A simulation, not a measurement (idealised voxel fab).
process module | voxel spacer lines
Cross-sectional view cut (width: 230 nm; square cell size: 5 nm).
Cross-sections here: square-cell grids, written as top-down lists of bands, a band being one or more rows of cells. Look at the band entry: it leads with the top's height and the bottom's height in nm. Then it lists the materials left to right, with a width in nm for each. The word "all across" on a single material says that material fills the band edge to edge. The word "air" is empty space. It should be noted that heights are counted from 0, beneath which the wafer as supplied is of one material throughout, and that the lowest band possesses no lower boundary but continues downward, as written in "0 -> down". So if you see something like "30..40" for the width, read it as the top row of the band sitting at the first number and the bottom row at the second, with every row in between moving by the same amount as the last. "everything unchanged", as given for a step, is the statement that not any cell of the cross-section underwent a change during that step. Closed-off voids: empty space of 8 cells or more with no open way to the top, each as width x height at its distance from the left edge, in nm. That trailing text on a step's line, after the settings, is the simulator's own remark on the step. The "overlay nm" setting may appear on a step's line; for a step that uses a mask, it gives how far to the right of its planned position the mask lay, and a negative value indicates the left.

These are the steps we planned for the process:
| 1 | op RECEIVE | material Si |
| 2 | op CONFORMAL_DEP | material Al2O3 | thk nm 5 |
| 3 | op DIRECTIONAL_DEP | material SiN | thk nm 15 |
| 4 | op DIRECTIONAL_DEP | material aC | thk nm 25 |
| 5 | op PATTERN | tone cover | mask id MANDREL | material resist | width nm 25 | pitch nm 80 | thk nm 30 | overlay nm 0 |
| 6 | op DIRECTIONAL_ETCH | etch materials aC | depth nm 25 |
| 7 | op STRIP | etch materials resist |
| 8 | op CONFORMAL_DEP | material SiO2 | thk nm 15 |
| 9 | op DIRECTIONAL_ETCH | etch materials SiO2 | depth nm 15 |
| 10 | op STRIP | etch materials aC |
| 11 | op DIRECTIONAL_ETCH | etch materials SiN | depth nm 15 |
| 12 | op STRIP | etch materials SiO2 |

So, the first of our two wafers, run just as we planned it:

Cross-section of the wafer as it came to us, i.e., already through step 1:
- 0 -> down | Si all across
- Closed-off voids: none

Wafer section view after processing step 2:
- 5 -> 0 | Al2O3 all across
- Below 0 it's all the same as before, nothing changed down there.

Wafer section view after processing step 3:
- 20 -> 5 | SiN all across
- Below 5 it's all the same as before, nothing changed down there.

Wafer section view after processing step 4:
- 45 -> 20 | aC all across
- Below 20 it's all the same as before, nothing changed down there.

Wafer section view after processing step 5:
- 75 -> 45 | air 60, resist 25, air 55, resist 25, air 65
- Below 45 it's all the same as before, nothing changed down there.

Wafer section view after processing step 6:
- 50 -> 45 | air 60, resist 25, air 55, resist 25, air 65
- 45 -> 20 | air 60, aC 25, air 55, aC 25, air 65
- Below 20 it's all the same as before, nothing changed down there.

Wafer section view after processing step 7:
- 45 -> 20 | air 60, aC 25, air 55, aC 25, air 65
- Below 20 it's all the same as before, nothing changed down there.

Wafer section view after processing step 8:
- 60 -> 45 | air 45, SiO2 55, air 25, SiO2 55, air 50
- 45 -> 35 | air 45, SiO2 15, aC 25, SiO2 15, air 25, SiO2 15, aC 25, SiO2 15, air 50
- 35 -> 20 | SiO2 60, aC 25, SiO2 55, aC 25, SiO2 65
- Below 20 it's all the same as before, nothing changed down there.

Wafer section view after processing step 9:
- 45 -> 20 | air 45, SiO2 15, aC 25, SiO2 15, air 25, SiO2 15, aC 25, SiO2 15, air 50
- Below 20 it's all the same as before, nothing changed down there.

Wafer section view after processing step 10:
- 45 -> 20 | air 45, SiO2 15, air 25, SiO2 15, air 25, SiO2 15, air 25, SiO2 15, air 50
- Below 20 it's all the same as before, nothing changed down there.

Wafer section view after processing step 11:
- 45 -> 20 | air 45, SiO2 15, air 25, SiO2 15, air 25, SiO2 15, air 25, SiO2 15, air 50
- 20 -> 5 | air 45, SiN 15, air 25, SiN 15, air 25, SiN 15, air 25, SiN 15, air 50
- Below 5 it's all the same as before, nothing changed down there.

Wafer section view after processing step 12:
- 20 -> 5 | air 45, SiN 15, air 25, SiN 15, air 25, SiN 15, air 25, SiN 15, air 50
- Below 5 it's all the same as before, nothing changed down there.

Wafer two of the pair: same origin, same plan, one error during the run; identical to wafer one up to and including step 2:

Cross-section: second wafer, time at which step 3 was scheduled to end:
- 35 -> 5 | SiN all across
- Below 5 it's all the same as before, nothing changed down there.

Cross-section: second wafer, time at which step 4 was scheduled to end:
- 60 -> 35 | aC all across
- Below 35 it's all the same as before, nothing changed down there.

Cross-section: second wafer, time at which step 5 was scheduled to end:
- 90 -> 60 | air 60, resist 25, air 55, resist 25, air 65
- Below 60 it's all the same as before, nothing changed down there.

Cross-section: second wafer, time at which step 6 was scheduled to end:
- 65 -> 60 | air 60, resist 25, air 55, resist 25, air 65
- 60 -> 35 | air 60, aC 25, air 55, aC 25, air 65
- Below 35 it's all the same as before, nothing changed down there.

Cross-section: second wafer, time at which step 7 was scheduled to end:
- 60 -> 35 | air 60, aC 25, air 55, aC 25, air 65
- Below 35 it's all the same as before, nothing changed down there.

Cross-section: second wafer, time at which step 8 was scheduled to end:
- 75 -> 60 | air 45, SiO2 55, air 25, SiO2 55, air 50
- 60 -> 50 | air 45, SiO2 15, aC 25, SiO2 15, air 25, SiO2 15, aC 25, SiO2 15, air 50
- 50 -> 35 | SiO2 60, aC 25, SiO2 55, aC 25, SiO2 65
- Below 35 it's all the same as before, nothing changed down there.

Cross-section: second wafer, time at which step 9 was scheduled to end:
- 60 -> 35 | air 45, SiO2 15, aC 25, SiO2 15, air 25, SiO2 15, aC 25, SiO2 15, air 50
- Below 35 it's all the same as before, nothing changed down there.

Cross-section: second wafer, time at which step 10 was scheduled to end:
- 60 -> 35 | air 45, SiO2 15, air 25, SiO2 15, air 25, SiO2 15, air 25, SiO2 15, air 50
- Below 35 it's all the same as before, nothing changed down there.

Cross-section: second wafer, time at which step 11 was scheduled to end:
- 60 -> 35 | air 45, SiO2 15, air 25, SiO2 15, air 25, SiO2 15, air 25, SiO2 15, air 50
- 35 -> 20 | air 45, SiN 15, air 25, SiN 15, air 25, SiN 15, air 25, SiN 15, air 50
- Below 20 it's all the same as before, nothing changed down there.

Cross-section: second wafer, time at which step 12 was scheduled to end:
- 35 -> 20 | air 45, SiN 15, air 25, SiN 15, air 25, SiN 15, air 25, SiN 15, air 50
- Below 20 it's all the same as before, nothing changed down there.
Where did the run depart from the plan? twice over, step 3 of the plan was run
Per the end-of-run cell counts, the second wafer holds more or fewer of some materials than the first: +138 SiN
